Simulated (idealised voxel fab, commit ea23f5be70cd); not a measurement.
process module | voxel quadruple lines
cross-section cut | 230 nm wide | cells 5 nm
A cross-section is a grid of square cells, given in bands from the top down. A band is one or more rows of cells.
Each band's line starts with the height of the band's top and of its bottom, in nm. Then come its materials from left to right, each with its width in nm. One material with "throughout" fills the band from edge to edge. "air" is empty space.
Height 0 is the level under which the wafer as received is all one material. The lowest band goes on downwards, as in "0 down".
A width such as "30 to 40" changes by the same amount from each row of cells to the next, from the band's top row to its bottom row.
"no change" after a step means that no cell of the cross-section changed.
closed voids: empty space of 8 cells or more with no open way to the top, each as width x height at its distance from the left edge, in nm
after a step's settings: what the simulator itself notes on the step
overlay nm, on a step with a mask: how far to the right of its planned place the mask lay; to the left if negative
plan
1 op RECEIVE | material Si
2 op CONFORMAL_DEP | material SiO2 | thk nm 5
3 op DIRECTIONAL_DEP | material TiN | thk nm 10
4 op DIRECTIONAL_DEP | material polySi | thk nm 15
5 op DIRECTIONAL_DEP | material aC | thk nm 20
6 op PATTERN | tone cover | mask id MANDREL | material resist | width nm 25 | thk nm 25 | overlay nm 0
7 op DIRECTIONAL_ETCH | etch materials aC | depth nm 20
8 op STRIP | etch materials resist
9 op CONFORMAL_DEP | material SiO2 | thk nm 15
10 op DIRECTIONAL_ETCH | etch materials SiO2 | depth nm 15
11 op STRIP | etch materials aC
12 op DIRECTIONAL_ETCH | etch materials polySi | depth nm 15
13 op STRIP | etch materials SiO2
14 op CONFORMAL_DEP | material SiCN | thk nm 5
15 op DIRECTIONAL_ETCH | etch materials SiCN | depth nm 5
16 op STRIP | etch materials polySi
17 op DIRECTIONAL_ETCH | etch materials TiN | depth nm 10
18 op STRIP | etch materials SiCN
19 op FILL_DEP | material SiO2 | thk nm 5
20 op CMP | height nm 15
as received, after step 1
  0 down: Si throughout
  closed voids: none
first wafer at the end, as planned
  15 to 5: SiO2 80 | TiN 5 | SiO2 15 | TiN 5 | SiO2 15 | TiN 5 | SiO2 15 | TiN 5 | SiO2 85
  5 to 0: SiO2 throughout
  0 down: Si throughout
  closed voids: none
second wafer at the end: like start, like plan, one mistake
  15 to 10: SiO2 throughout
  10 to 0: SiO2 80 | TiN 5 | SiO2 15 | TiN 5 | SiO2 15 | TiN 5 | SiO2 15 | TiN 5 | SiO2 85
  0 down: Si throughout
  closed voids: none
what went wrong: step 2 was left out
at the end the second wafer has, in cells: as many of each material as the first, in other places
